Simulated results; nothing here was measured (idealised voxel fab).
Proc. module: voxel gate over fins
Pictured: cross-section cut, 255 nm wide, on a grid of 5 nm square cells.
For the purposes of this document, a cross-section shall be understood as a grid of square cells, specified as bands listed in top-to-bottom order, each band consisting of one or more rows of cells.
Heads up on the band format: heights come first, top then bottom, in nm. After that it's the materials left to right, each with its width in nm. A single material flagged "all across" fills the whole band edge to edge, and "blank" means there's empty space there.
Heights are reckoned from 0. Under this level, the received wafer is all of one material. The bottommost band is open-ended downward, for example "from 0 down".
It should be noted that a width expressed as "30 to 40" varies in equal increments from row to row of cells within the band, taking the value of the first number at the top row and that of the second number at the bottom row.
Any step labelled "remained the same" changed none of the cells in the cross-section.
Entry "Enclosed void entries" = empty spaces >= 8 cells with no open way to the top; each as width x height at distance, distance from left edge, all nm.
The remark found on a step's line after its settings is issued by the simulator itself and pertains to that step.
"overlay nm" denotes, for a step that has a mask, the displacement of the mask to the right of its planned place, with negative values corresponding to the left.

Process steps foreseen in the plan
1,RECEIVE,material Si
2,CONFORMAL_DEP,material SiN,thk nm 5
3,MASKED_ETCH,tone cover,mask id FINS,width nm 15,pitch nm 55,etch materials SiN,depth nm 5,overlay nm 0
4,MASKED_ETCH,tone cover,mask id FINS,width nm 15,pitch nm 55,etch materials Si,depth nm 40,overlay nm 0
5,FILL_DEP,material SiO2,thk nm 5
6,CMP,height nm 5
7,PATTERN,tone open,mask id RAIL,material resist,width nm 15,thk nm 20,overlay nm 0
8,DIRECTIONAL_ETCH,etch materials SiO2,depth nm 40
9,STRIP,etch materials resist
10,CONFORMAL_DEP,material TiN,thk nm 5
11,FILL_DEP,material Ru,thk nm 5
12,CMP,height nm 5
13,SELECTIVE_ETCH,etch materials W Ru TiN,depth nm 25
14,FILL_DEP,material SiO2,thk nm 5
15,CMP,height nm 5
16,SELECTIVE_ETCH,etch materials SiO2,depth nm 15
17,STRIP,etch materials SiN
18,CONFORMAL_DEP,material HfO2,thk nm 5
19,CONFORMAL_DEP,material TiN,thk nm 5
20,CONFORMAL_DEP,material TiAl,thk nm 5
21,CONFORMAL_DEP,material TiN,thk nm 5
22,FILL_DEP,material W,thk nm 15
23,CMP,height nm 30
24,CONFORMAL_DEP,material SiN,thk nm 10

First wafer of two (run as planned)

Cross-section: wafer on arrival = after step 1
- from 0 down = Si all across
- Enclosed void entries: none

Wafer after step 2 (cross-section)
- from 5 to 0 = SiN all across
- Below 0, no change.

Wafer after step 3 (cross-section)
- from 5 to 0 = blank 35  SiN 15  blank 40  SiN 15  blank 40  SiN 15  blank 40  SiN 15  blank 40
- Below 0, no change.

Wafer after step 4 (cross-section)
- from 5 to 0 = blank 35  SiN 15  blank 40  SiN 15  blank 40  SiN 15  blank 40  SiN 15  blank 40
- from 0 to -40 = blank 35  Si 15  blank 40  Si 15  blank 40  Si 15  blank 40  Si 15  blank 40
- Below -40, no change.

Wafer after step 5 (cross-section)
- from 10 to 5 = SiO2 all across
- from 5 to 0 = SiO2 35  SiN 15  SiO2 40  SiN 15  SiO2 40  SiN 15  SiO2 40  SiN 15  SiO2 40
- from 0 to -40 = SiO2 35  Si 15  SiO2 40  Si 15  SiO2 40  Si 15  SiO2 40  Si 15  SiO2 40
- Below -40, no change.

Wafer after step 6 (cross-section)
- from 5 to 0 = SiO2 35  SiN 15  SiO2 40  SiN 15  SiO2 40  SiN 15  SiO2 40  SiN 15  SiO2 40
- Below 0, no change.

Wafer after step 7 (cross-section)
- from 25 to 5 = resist 60  blank 15  resist 180
- Below 5, no change.

Wafer after step 8 (cross-section)
- from 25 to 5 = resist 60  blank 15  resist 180
- from 5 to 0 = SiO2 35  SiN 15  SiO2 10  blank 15  SiO2 15  SiN 15  SiO2 40  SiN 15  SiO2 40  SiN 15  SiO2 40
- from 0 to -35 = SiO2 35  Si 15  SiO2 10  blank 15  SiO2 15  Si 15  SiO2 40  Si 15  SiO2 40  Si 15  SiO2 40
- Below -35, no change.

Wafer after step 9 (cross-section)
- from 5 to 0 = SiO2 35  SiN 15  SiO2 10  blank 15  SiO2 15  SiN 15  SiO2 40  SiN 15  SiO2 40  SiN 15  SiO2 40
- Below 0, no change.

Wafer after step 10 (cross-section)
- from 10 to 5 = TiN 65  blank 5  TiN 185
- from 5 to 0 = SiO2 35  SiN 15  SiO2 10  TiN 5  blank 5  TiN 5  SiO2 15  SiN 15  SiO2 40  SiN 15  SiO2 40  SiN 15  SiO2 40
- from 0 to -30 = SiO2 35  Si 15  SiO2 10  TiN 5  blank 5  TiN 5  SiO2 15  Si 15  SiO2 40  Si 15  SiO2 40  Si 15  SiO2 40
- from -30 to -35 = SiO2 35  Si 15  SiO2 10  TiN 15  SiO2 15  Si 15  SiO2 40  Si 15  SiO2 40  Si 15  SiO2 40
- Below -35, no change.

Wafer after step 11 (cross-section)
- from 15 to 10 = Ru all across
- from 10 to 5 = TiN 65  Ru 5  TiN 185
- from 5 to 0 = SiO2 35  SiN 15  SiO2 10  TiN 5  Ru 5  TiN 5  SiO2 15  SiN 15  SiO2 40  SiN 15  SiO2 40  SiN 15  SiO2 40
- from 0 to -30 = SiO2 35  Si 15  SiO2 10  TiN 5  Ru 5  TiN 5  SiO2 15  Si 15  SiO2 40  Si 15  SiO2 40  Si 15  SiO2 40
- Below -30, no change.

Wafer after step 12 (cross-section)
- from 5 to 0 = SiO2 35  SiN 15  SiO2 10  TiN 5  Ru 5  TiN 5  SiO2 15  SiN 15  SiO2 40  SiN 15  SiO2 40  SiN 15  SiO2 40
- Below 0, no change.

Wafer after step 13 (cross-section)
- from 5 to 0 = SiO2 35  SiN 15  SiO2 10  blank 15  SiO2 15  SiN 15  SiO2 40  SiN 15  SiO2 40  SiN 15  SiO2 40
- from 0 to -20 = SiO2 35  Si 15  SiO2 10  blank 15  SiO2 15  Si 15  SiO2 40  Si 15  SiO2 40  Si 15  SiO2 40
- Below -20, no change.

Wafer after step 14 (cross-section)
- from 10 to 5 = SiO2 all across
- from 5 to 0 = SiO2 35  SiN 15  SiO2 40  SiN 15  SiO2 40  SiN 15  SiO2 40  SiN 15  SiO2 40
- from 0 to -20 = SiO2 35  Si 15  SiO2 40  Si 15  SiO2 40  Si 15  SiO2 40  Si 15  SiO2 40
- Below -20, no change.

Wafer after step 15 (cross-section)
- from 5 to 0 = SiO2 35  SiN 15  SiO2 40  SiN 15  SiO2 40  SiN 15  SiO2 40  SiN 15  SiO2 40
- Below 0, no change.

Wafer after step 16 (cross-section)
- from 5 to 0 = blank 35  SiN 15  blank 40  SiN 15  blank 40  SiN 15  blank 40  SiN 15  blank 40
- from 0 to -10 = blank 35  Si 15  blank 40  Si 15  blank 40  Si 15  blank 40  Si 15  blank 40
- Below -10, no change.

Wafer after step 17 (cross-section)
- from 0 to -10 = blank 35  Si 15  blank 40  Si 15  blank 40  Si 15  blank 40  Si 15  blank 40
- Below -10, no change.

Wafer after step 18 (cross-section)
- from 5 to 0 = blank 30  HfO2 25  blank 30  HfO2 25  blank 30  HfO2 25  blank 30  HfO2 25  blank 35
- from 0 to -5 = blank 30  HfO2 5  Si 15  HfO2 5  blank 30  HfO2 5  Si 15  HfO2 5  blank 30  HfO2 5  Si 15  HfO2 5  blank 30  HfO2 5  Si 15  HfO2 5  blank 35
- from -5 to -10 = HfO2 35  Si 15  HfO2 40  Si 15  HfO2 40  Si 15  HfO2 40  Si 15  HfO2 40
- Below -10, no change.

Wafer after step 19 (cross-section)
- from 10 to 5 = blank 25  TiN 35  blank 20  TiN 35  blank 20  TiN 35  blank 20  TiN 35  blank 30
- from 5 to 0 = blank 25  TiN 5  HfO2 25  TiN 5  blank 20  TiN 5  HfO2 25  TiN 5  blank 20  TiN 5  HfO2 25  TiN 5  blank 20  TiN 5  HfO2 25  TiN 5  blank 30
- from 0 to -5 = TiN 30  HfO2 5  Si 15  HfO2 5  TiN 30  HfO2 5  Si 15  HfO2 5  TiN 30  HfO2 5  Si 15  HfO2 5  TiN 30  HfO2 5  Si 15  HfO2 5  TiN 35
- Below -5, no change.

Wafer after step 20 (cross-section)
- from 15 to 10 = blank 20  TiAl 45  blank 10  TiAl 45  blank 10  TiAl 45  blank 10  TiAl 45  blank 25
- from 10 to 5 = blank 20  TiAl 5  TiN 35  TiAl 5  blank 10  TiAl 5  TiN 35  TiAl 5  blank 10  TiAl 5  TiN 35  TiAl 5  blank 10  TiAl 5  TiN 35  TiAl 5  blank 25
- from 5 to 0 = TiAl 25  TiN 5  HfO2 25  TiN 5  TiAl 20  TiN 5  HfO2 25  TiN 5  TiAl 20  TiN 5  HfO2 25  TiN 5  TiAl 20  TiN 5  HfO2 25  TiN 5  TiAl 30
- Below 0, no change.

Wafer after step 21 (cross-section)
- from 20 to 15 = blank 15  TiN 220  blank 20
- from 15 to 10 = blank 15  TiN 5  TiAl 45  TiN 10  TiAl 45  TiN 10  TiAl 45  TiN 10  TiAl 45  TiN 5  blank 20
- from 10 to 5 = TiN 20  TiAl 5  TiN 35  TiAl 5  TiN 10  TiAl 5  TiN 35  TiAl 5  TiN 10  TiAl 5  TiN 35  TiAl 5  TiN 10  TiAl 5  TiN 35  TiAl 5  TiN 25
- Below 5, no change.

Wafer after step 22 (cross-section)
- from 35 to 20 = W all across
- from 20 to 15 = W 15  TiN 220  W 20
- from 15 to 10 = W 15  TiN 5  TiAl 45  TiN 10  TiAl 45  TiN 10  TiAl 45  TiN 10  TiAl 45  TiN 5  W 20
- Below 10, no change.

Wafer after step 23 (cross-section)
- from 30 to 20 = W all across
- Below 20, no change.

Wafer after step 24 (cross-section)
- from 40 to 30 = SiN all across
- Below 30, no change.

It is to be noted that the second wafer proceeded from the same initial state and according to the same plan as the first, although one mistake was committed in its execution; through step 6, inclusive, the two wafers share an identical history

Second wafer at the planned finish of step 7, seen in cross-section
- from 25 to 5 = resist 60  blank 20  resist 175
- Below 5, no change.

Second wafer at the planned finish of step 8, seen in cross-section
- from 25 to 5 = resist 60  blank 20  resist 175
- from 5 to 0 = SiO2 35  SiN 15  SiO2 10  blank 20  SiO2 10  SiN 15  SiO2 40  SiN 15  SiO2 40  SiN 15  SiO2 40
- from 0 to -35 = SiO2 35  Si 15  SiO2 10  blank 20  SiO2 10  Si 15  SiO2 40  Si 15  SiO2 40  Si 15  SiO2 40
- Below -35, no change.

Second wafer at the planned finish of step 9, seen in cross-section
- from 5 to 0 = SiO2 35  SiN 15  SiO2 10  blank 20  SiO2 10  SiN 15  SiO2 40  SiN 15  SiO2 40  SiN 15  SiO2 40
- Below 0, no change.

Second wafer at the planned finish of step 10, seen in cross-section
- from 10 to 5 = TiN 65  blank 10  TiN 180
- from 5 to 0 = SiO2 35  SiN 15  SiO2 10  TiN 5  blank 10  TiN 5  SiO2 10  SiN 15  SiO2 40  SiN 15  SiO2 40  SiN 15  SiO2 40
- from 0 to -30 = SiO2 35  Si 15  SiO2 10  TiN 5  blank 10  TiN 5  SiO2 10  Si 15  SiO2 40  Si 15  SiO2 40  Si 15  SiO2 40
- from -30 to -35 = SiO2 35  Si 15  SiO2 10  TiN 20  SiO2 10  Si 15  SiO2 40  Si 15  SiO2 40  Si 15  SiO2 40
- Below -35, no change.

Second wafer at the planned finish of step 11, seen in cross-section
- from 15 to 10 = Ru all across
- from 10 to 5 = TiN 65  Ru 10  TiN 180
- from 5 to 0 = SiO2 35  SiN 15  SiO2 10  TiN 5  Ru 10  TiN 5  SiO2 10  SiN 15  SiO2 40  SiN 15  SiO2 40  SiN 15  SiO2 40
- from 0 to -30 = SiO2 35  Si 15  SiO2 10  TiN 5  Ru 10  TiN 5  SiO2 10  Si 15  SiO2 40  Si 15  SiO2 40  Si 15  SiO2 40
- Below -30, no change.

Second wafer at the planned finish of step 12, seen in cross-section
- from 5 to 0 = SiO2 35  SiN 15  SiO2 10  TiN 5  Ru 10  TiN 5  SiO2 10  SiN 15  SiO2 40  SiN 15  SiO2 40  SiN 15  SiO2 40
- Below 0, no change.

Second wafer at the planned finish of step 13, seen in cross-section
- from 5 to 0 = SiO2 35  SiN 15  SiO2 10  blank 20  SiO2 10  SiN 15  SiO2 40  SiN 15  SiO2 40  SiN 15  SiO2 40
- from 0 to -20 = SiO2 35  Si 15  SiO2 10  blank 20  SiO2 10  Si 15  SiO2 40  Si 15  SiO2 40  Si 15  SiO2 40
- Below -20, no change.

Second wafer at the planned finish of step 14, seen in cross-section
- from 10 to 5 = SiO2 all across
- from 5 to 0 = SiO2 35  SiN 15  SiO2 40  SiN 15  SiO2 40  SiN 15  SiO2 40  SiN 15  SiO2 40
- from 0 to -20 = SiO2 35  Si 15  SiO2 40  Si 15  SiO2 40  Si 15  SiO2 40  Si 15  SiO2 40
- Below -20, no change.

Second wafer at the planned finish of step 15, seen in cross-section
- from 5 to 0 = SiO2 35  SiN 15  SiO2 40  SiN 15  SiO2 40  SiN 15  SiO2 40  SiN 15  SiO2 40
- Below 0, no change.

Second wafer at the planned finish of step 16, seen in cross-section
- from 5 to 0 = blank 35  SiN 15  blank 40  SiN 15  blank 40  SiN 15  blank 40  SiN 15  blank 40
- from 0 to -10 = blank 35  Si 15  blank 40  Si 15  blank 40  Si 15  blank 40  Si 15  blank 40
- Below -10, no change.

Second wafer at the planned finish of step 17, seen in cross-section
- from 0 to -10 = blank 35  Si 15  blank 40  Si 15  blank 40  Si 15  blank 40  Si 15  blank 40
- Below -10, no change.

Second wafer at the planned finish of step 18, seen in cross-section
- from 5 to 0 = blank 30  HfO2 25  blank 30  HfO2 25  blank 30  HfO2 25  blank 30  HfO2 25  blank 35
- from 0 to -5 = blank 30  HfO2 5  Si 15  HfO2 5  blank 30  HfO2 5  Si 15  HfO2 5  blank 30  HfO2 5  Si 15  HfO2 5  blank 30  HfO2 5  Si 15  HfO2 5  blank 35
- from -5 to -10 = HfO2 35  Si 15  HfO2 40  Si 15  HfO2 40  Si 15  HfO2 40  Si 15  HfO2 40
- Below -10, no change.

Second wafer at the planned finish of step 19, seen in cross-section
- from 10 to 5 = blank 25  TiN 35  blank 20  TiN 35  blank 20  TiN 35  blank 20  TiN 35  blank 30
- from 5 to 0 = blank 25  TiN 5  HfO2 25  TiN 5  blank 20  TiN 5  HfO2 25  TiN 5  blank 20  TiN 5  HfO2 25  TiN 5  blank 20  TiN 5  HfO2 25  TiN 5  blank 30
- from 0 to -5 = TiN 30  HfO2 5  Si 15  HfO2 5  TiN 30  HfO2 5  Si 15  HfO2 5  TiN 30  HfO2 5  Si 15  HfO2 5  TiN 30  HfO2 5  Si 15  HfO2 5  TiN 35
- Below -5, no change.

Second wafer at the planned finish of step 20, seen in cross-section
- from 15 to 10 = blank 20  TiAl 45  blank 10  TiAl 45  blank 10  TiAl 45  blank 10  TiAl 45  blank 25
- from 10 to 5 = blank 20  TiAl 5  TiN 35  TiAl 5  blank 10  TiAl 5  TiN 35  TiAl 5  blank 10  TiAl 5  TiN 35  TiAl 5  blank 10  TiAl 5  TiN 35  TiAl 5  blank 25
- from 5 to 0 = TiAl 25  TiN 5  HfO2 25  TiN 5  TiAl 20  TiN 5  HfO2 25  TiN 5  TiAl 20  TiN 5  HfO2 25  TiN 5  TiAl 20  TiN 5  HfO2 25  TiN 5  TiAl 30
- Below 0, no change.

Second wafer at the planned finish of step 21, seen in cross-section
- from 20 to 15 = blank 15  TiN 220  blank 20
- from 15 to 10 = blank 15  TiN 5  TiAl 45  TiN 10  TiAl 45  TiN 10  TiAl 45  TiN 10  TiAl 45  TiN 5  blank 20
- from 10 to 5 = TiN 20  TiAl 5  TiN 35  TiAl 5  TiN 10  TiAl 5  TiN 35  TiAl 5  TiN 10  TiAl 5  TiN 35  TiAl 5  TiN 10  TiAl 5  TiN 35  TiAl 5  TiN 25
- Below 5, no change.

Second wafer at the planned finish of step 22, seen in cross-section
- from 35 to 20 = W all across
- from 20 to 15 = W 15  TiN 220  W 20
- from 15 to 10 = W 15  TiN 5  TiAl 45  TiN 10  TiAl 45  TiN 10  TiAl 45  TiN 10  TiAl 45  TiN 5  W 20
- Below 10, no change.

Second wafer at the planned finish of step 23, seen in cross-section
- from 30 to 20 = W all across
- Below 20, no change.

Second wafer at the planned finish of step 24, seen in cross-section
- from 40 to 30 = SiN all across
- Below 30, no change.
Run error: not per plan at step 7, really ran PATTERN,tone open,mask id RAIL,material resist,width nm 20,thk nm 20,overlay nm 0
Once processing is complete, comparing cell counts shows that the second wafer has more or fewer of certain materials than the first: +2 Ru | -3 SiO2 | +1 TiN
